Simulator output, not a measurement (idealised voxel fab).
Title: Process Module voxel capacitor over wiring
Square cells of 5 nm make up the cross-section cut, whose width is 195 nm.
Cross-section format: a grid of square cells, given as bands from top to bottom; each band is one or more rows of cells.
Heads up on the band format: heights come first, top then bottom, in nm. After that it's the materials left to right, each with its width in nm. A single material flagged "full width" fills the whole band edge to edge, and "air" means there's empty space there.
Counting heights begins at 0, where everything beneath is, in the wafer as received, one material. The lowest band has no bottom; it goes on downwards, as "top 0, no bottom" shows.
The notation "30..40" denotes a width that varies across the rows of cells in the band, beginning at the first number in the top row, finishing at the second number in the bottom row, and changing by an identical amount from each row to the next.
Step marked "no modification"? Then no cell in the cross-section changed in it.
Listed in "Sealed void list": every empty space of 8 or more cells without an open way to the top. Form: width x height at distance, the distance being from the left edge, all in nm.
That trailing text on a step's line, after the settings, is the simulator's own remark on the step.
What "overlay nm" on a step's line means: if the step has a mask, that mask lay this far to the right of its planned place, or, when the value is negative, to the left.

# Steps in the process plan
| 1 | RECEIVE,material Si |
| 2 | CONFORMAL_DEP,material SiO2,thk nm 15 |
| 3 | DIRECTIONAL_DEP,material TiN,thk nm 5 |
| 4 | DIRECTIONAL_DEP,material W,thk nm 25 |
| 5 | MASKED_ETCH,tone cover,mask id METAL_1,width nm 25,pitch nm 80,etch materials W,depth nm 25,overlay nm 0 |
| 6 | MASKED_ETCH,tone cover,mask id METAL_1,width nm 25,pitch nm 80,etch materials TiN,depth nm 5,overlay nm 0 |
| 7 | FILL_DEP,material SiO2,thk nm 10 |
| 8 | CMP,height nm 45 |
| 9 | CONFORMAL_DEP,material SiCN,thk nm 5 |
| 10 | DIRECTIONAL_DEP,material SiO2,thk nm 20 |
| 11 | PATTERN,tone open,mask id PLUG_1,material resist,width nm 15,thk nm 20,overlay nm 0 |
| 12 | DIRECTIONAL_ETCH,etch materials SiO2,depth nm 20 |
| 13 | DIRECTIONAL_ETCH,etch materials SiCN,depth nm 5 |
| 14 | STRIP,etch materials resist |
| 15 | EPI,material Ru,thk nm 10 |
| 16 | EPI,material Ru,thk nm 10 |
| 17 | EPI,material Ru,thk nm 5 |
| 18 | DIRECTIONAL_DEP,material TiN,thk nm 10 |
| 19 | DIRECTIONAL_DEP,material Al2O3,thk nm 5 |
| 20 | DIRECTIONAL_DEP,material TiN,thk nm 5 |
| 21 | PATTERN,tone cover,mask id UPPER_PLATE,material resist,width nm 60,thk nm 15,overlay nm 0 |
| 22 | DIRECTIONAL_ETCH,etch materials TiN,depth nm 5 |
| 23 | DIRECTIONAL_ETCH,etch materials Al2O3,depth nm 5 |
| 24 | STRIP,etch materials resist |
| 25 | MASKED_ETCH,tone cover,mask id LOWER_PLATE,width nm 70,etch materials TiN,depth nm 10,overlay nm 0 |
| 26 | FILL_DEP,material SiO2,thk nm 15 |
| 27 | CMP,height nm 100 |
| 28 | PATTERN,tone open,mask id PLUG_2,material resist,width nm 15,thk nm 15,overlay nm 0 |
| 29 | DIRECTIONAL_ETCH,etch materials SiO2,depth nm 10 |
| 30 | STRIP,etch materials resist |
| 31 | CONFORMAL_DEP,material TiN,thk nm 5 |
| 32 | FILL_DEP,material Ru,thk nm 10 |
| 33 | CMP,height nm 100 |
| 34 | CONFORMAL_DEP,material SiCN,thk nm 5 |

# Here's what the wafer looked like in cross-section when it arrived - that's after step 1
> top 0, no bottom: Si full width
> Sealed void list: none

# End-of-module cross-section. Starting structure and process plan as above; one mistake made in running it
> top 105, bottom 100: SiCN full width
> top 100, bottom 95: 65 SiO2; 5 TiN; 5 Ru; 5 TiN; 115 SiO2
> top 95, bottom 90: 65 SiO2; 15 TiN; 115 SiO2
> top 90, bottom 85: SiO2 full width
> top 85, bottom 80: 55 SiO2; 60 TiN; 80 SiO2
> top 80, bottom 70: 50 SiO2; 70 TiN; 75 SiO2
> top 70, bottom 50: 55 SiO2; 15 Ru; 125 SiO2
> top 50, bottom 45: 55 SiCN; 15 Ru; 125 SiCN
> top 45, bottom 20: 45 SiO2; 25 W; 55 SiO2; 25 W; 45 SiO2
> top 20, bottom 15: 45 SiO2; 25 TiN; 55 SiO2; 25 TiN; 45 SiO2
> top 15, bottom 0: SiO2 full width
> top 0, no bottom: Si full width
> Sealed void list: none
The plan and the run diverged here: step 19 of the plan was omitted and not executed
